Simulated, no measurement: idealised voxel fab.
Process module, titled voxel self aligned vias
cross-section cut | 220 nm wide | cells 5 nm
Cross-section spec: square-cell grid; bands listed top down; each band is one or more rows.
A band entry consists of two parts. The first gives the height of the band's top and the height of its bottom, in nm. The rest lists the band's materials from left to right, each with its width in nm. A single material labelled with the word "throughout" fills the band from edge to edge, and the word "blank" marks empty space.
Convention: height 0 is the level below which the wafer, as received, is all one material. The lowest band does not terminate at the bottom but continues downward, represented as "0 and below".
Width: "30 to 40" (first number = top row, second number = bottom row, same change from row to row of cells).
A step reported as "all unchanged" is a step in which no cell of the cross-section changed.
Each empty space that has no open way to the top and spans at least 8 cells appears under "Non-vented voids" as width x height at distance, the distance counted from the left edge, all in nm.
Whatever follows a step's settings on its line is a remark the simulator itself makes about that step.
"overlay nm" denotes, for a step that has a mask, the displacement of the mask to the right of its planned place, with negative values corresponding to the left.
[Here's what the planned process steps look like]
1 RECEIVE (material Si)
2 CONFORMAL_DEP (material SiO2; thk nm 15)
3 CONFORMAL_DEP (material SiCN; thk nm 5)
4 DIRECTIONAL_DEP (material lowk; thk nm 20)
5 DIRECTIONAL_DEP (material aC; thk nm 10)
6 PATTERN (tone open; mask id LINES; material resist; width nm 25; pitch nm 55; thk nm 25; overlay nm 0)
7 DIRECTIONAL_ETCH (etch materials aC; depth nm 10)
8 STRIP (etch materials resist)
9 DIRECTIONAL_ETCH (etch materials lowk; depth nm 20)
10 STRIP (etch materials aC)
11 CONFORMAL_DEP (material TiN; thk nm 5)
12 FILL_DEP (material W; thk nm 10)
13 CMP (height nm 40)
14 SELECTIVE_ETCH (etch materials W Ru TiN; depth nm 5)
15 FILL_DEP (material SiN; thk nm 10)
16 CMP (height nm 40)
17 DIRECTIONAL_DEP (material lowk; thk nm 20)
18 PATTERN (tone open; mask id VIAS; material resist; width nm 35; pitch nm 110; thk nm 15; overlay nm 0)
19 DIRECTIONAL_ETCH (etch materials lowk; depth nm 20)
20 DIRECTIONAL_ETCH (etch materials SiN; depth nm 5)
21 STRIP (etch materials resist)
22 CONFORMAL_DEP (material TiN; thk nm 5)
23 FILL_DEP (material Cu; thk nm 10)
24 CMP (height nm 60)
25 CONFORMAL_DEP (material SiN; thk nm 5)
[Received-state cross-section, reflecting completion of step 1]
> 0 and below: Si throughout
> Non-vented voids: none
[Cross-section at module end, one run error; start and plan unchanged from above]
> 65 down to 60: SiN throughout
> 60 down to 45: lowk 35 nm, TiN 5 nm, W 25 nm, TiN 5 nm, lowk 75 nm, TiN 5 nm, W 25 nm, TiN 5 nm, lowk 40 nm
> 45 down to 40: lowk 35 nm, TiN 10 nm, W 15 nm, TiN 10 nm, lowk 75 nm, TiN 10 nm, W 15 nm, TiN 10 nm, lowk 40 nm
> 40 down to 35: lowk 40 nm, TiN 25 nm, lowk 30 nm, SiN 25 nm, lowk 30 nm, TiN 25 nm, lowk 45 nm
> 35 down to 25: lowk 40 nm, TiN 5 nm, W 15 nm, TiN 5 nm, lowk 30 nm, TiN 5 nm, W 15 nm, TiN 5 nm, lowk 30 nm, TiN 5 nm, W 15 nm, TiN 5 nm, lowk 45 nm
> 25 down to 20: lowk 40 nm, TiN 25 nm, lowk 30 nm, TiN 25 nm, lowk 30 nm, TiN 25 nm, lowk 45 nm
> 20 down to 15: SiCN throughout
> 15 down to 0: SiO2 throughout
> 0 and below: Si throughout
> Non-vented voids: none
What was done differently from what was planned? step 23 deviated from plan and actually ran as FILL_DEP (material W; thk nm 10)
